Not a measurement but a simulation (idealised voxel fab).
Process module in this document: voxel plated lines
This is section cut - it's 295 nm across, gridded in 5 nm square cells.
When this document writes out a cross-section, it uses a grid of square cells and lists it as bands, beginning at the top and moving down, with a band standing for one or more rows of cells. Band entry format. Leading values: height of top, height of bottom, nm. Remainder: materials in left-to-right order, each with its width in nm. Special words: "edge to edge" on a single material, which then fills the band edge to edge; "blank", empty space. Ref level 0: as-received wafer is one material below here. Bottom band extends down with no lower bound ("0 down"). The two numbers in a width such as "30->40" mark its ends across the band: the first belongs to the top row of cells, the second to the bottom row, and from each row to the next the width moves by the same amount. "nothing got changed" for a step: no cell of the cross-section changed in that step. Basically, "Enclosed void catalog" tells you about the enclosed voids: empty spaces with no open way to the top, 8 cells or bigger, each written width x height at distance, where distance is from the left edge, all in nm. Read whatever lies past the settings on a step's line as the simulator's own remark about the step. Steps that use a mask can have "overlay nm" on their line. It says how far the mask sat to the right of where it was meant to be. Negative means to the left.

### The process steps that were planned are listed below
1. RECEIVE [material Si]
2. CONFORMAL_DEP [material SiN] [thk nm 5]
3. DIRECTIONAL_DEP [material TiN] [thk nm 5]
4. PATTERN [tone open] [mask id LINES] [material resist] [width nm 25] [pitch nm 40] [thk nm 40] [overlay nm 0]
5. EPI [material Ru] [thk nm 10]
6. EPI [material Ru] [thk nm 5]
7. EPI [material Ru] [thk nm 5]
8. STRIP [etch materials resist]
9. DIRECTIONAL_ETCH [etch materials TiN] [depth nm 5]
10. CONFORMAL_DEP [material SiN] [thk nm 10]

### First wafer, two in total, run as planned

### Wafer as received: cross-section following step 1
    0 down = Si edge to edge
    Enclosed void catalog: none

### Step 2 complete: cross-section through the wafer
    5 to 0 = SiN edge to edge
    Below 0 it's all the same as before, nothing changed down there.

### Step 3 complete: cross-section through the wafer
    10 to 5 = TiN edge to edge
    Below 5 it's all the same as before, nothing changed down there.

### Step 4 complete: cross-section through the wafer
    50 to 10 = 95 resist | 25 blank | 15 resist | 25 blank | 15 resist | 25 blank | 95 resist
    Below 10 it's all the same as before, nothing changed down there.

### Step 5 complete: cross-section through the wafer
    50 to 20 = 95 resist | 25 blank | 15 resist | 25 blank | 15 resist | 25 blank | 95 resist
    20 to 10 = 95 resist | 25 Ru | 15 resist | 25 Ru | 15 resist | 25 Ru | 95 resist
    Below 10 it's all the same as before, nothing changed down there.

### Step 6 complete: cross-section through the wafer
    50 to 25 = 95 resist | 25 blank | 15 resist | 25 blank | 15 resist | 25 blank | 95 resist
    25 to 10 = 95 resist | 25 Ru | 15 resist | 25 Ru | 15 resist | 25 Ru | 95 resist
    Below 10 it's all the same as before, nothing changed down there.

### Step 7 complete: cross-section through the wafer
    50 to 30 = 95 resist | 25 blank | 15 resist | 25 blank | 15 resist | 25 blank | 95 resist
    30 to 10 = 95 resist | 25 Ru | 15 resist | 25 Ru | 15 resist | 25 Ru | 95 resist
    Below 10 it's all the same as before, nothing changed down there.

### Step 8 complete: cross-section through the wafer
    30 to 10 = 95 blank | 25 Ru | 15 blank | 25 Ru | 15 blank | 25 Ru | 95 blank
    Below 10 it's all the same as before, nothing changed down there.

### Step 9 complete: cross-section through the wafer
    30 to 10 = 95 blank | 25 Ru | 15 blank | 25 Ru | 15 blank | 25 Ru | 95 blank
    10 to 5 = 95 blank | 25 TiN | 15 blank | 25 TiN | 15 blank | 25 TiN | 95 blank
    Below 5 it's all the same as before, nothing changed down there.

### Step 10 complete: cross-section through the wafer
    40 to 30 = 85 blank | 125 SiN | 85 blank
    30 to 15 = 85 blank | 10 SiN | 25 Ru | 15 SiN | 25 Ru | 15 SiN | 25 Ru | 10 SiN | 85 blank
    15 to 10 = 95 SiN | 25 Ru | 15 SiN | 25 Ru | 15 SiN | 25 Ru | 95 SiN
    10 to 5 = 95 SiN | 25 TiN | 15 SiN | 25 TiN | 15 SiN | 25 TiN | 95 SiN
    Below 5 it's all the same as before, nothing changed down there.

### Regarding the second of the two wafers: it shared the first wafer's starting condition and process plan, yet one error occurred during its execution. Its history coincides with that of the first wafer up to and including step 9

### Second wafer, section view, time point: scheduled end of step 10
    35 to 30 = 90 blank | 35 SiN | 5 blank | 35 SiN | 5 blank | 35 SiN | 90 blank
    30 to 10 = 90 blank | 5 SiN | 25 Ru | 5 SiN | 5 blank | 5 SiN | 25 Ru | 5 SiN | 5 blank | 5 SiN | 25 Ru | 5 SiN | 90 blank
    10 to 5 = 95 SiN | 25 TiN | 15 SiN | 25 TiN | 15 SiN | 25 TiN | 95 SiN
    Below 5 it's all the same as before, nothing changed down there.
Deviation noted in wafer processing: it should be noted that step 10 was executed with settings other than those planned, the operation and settings actually applied being CONFORMAL_DEP [material SiN] [thk nm 5]
Bottom line after processing is that, in cells, the second wafer is up or down on some materials versus the first: -79 SiN
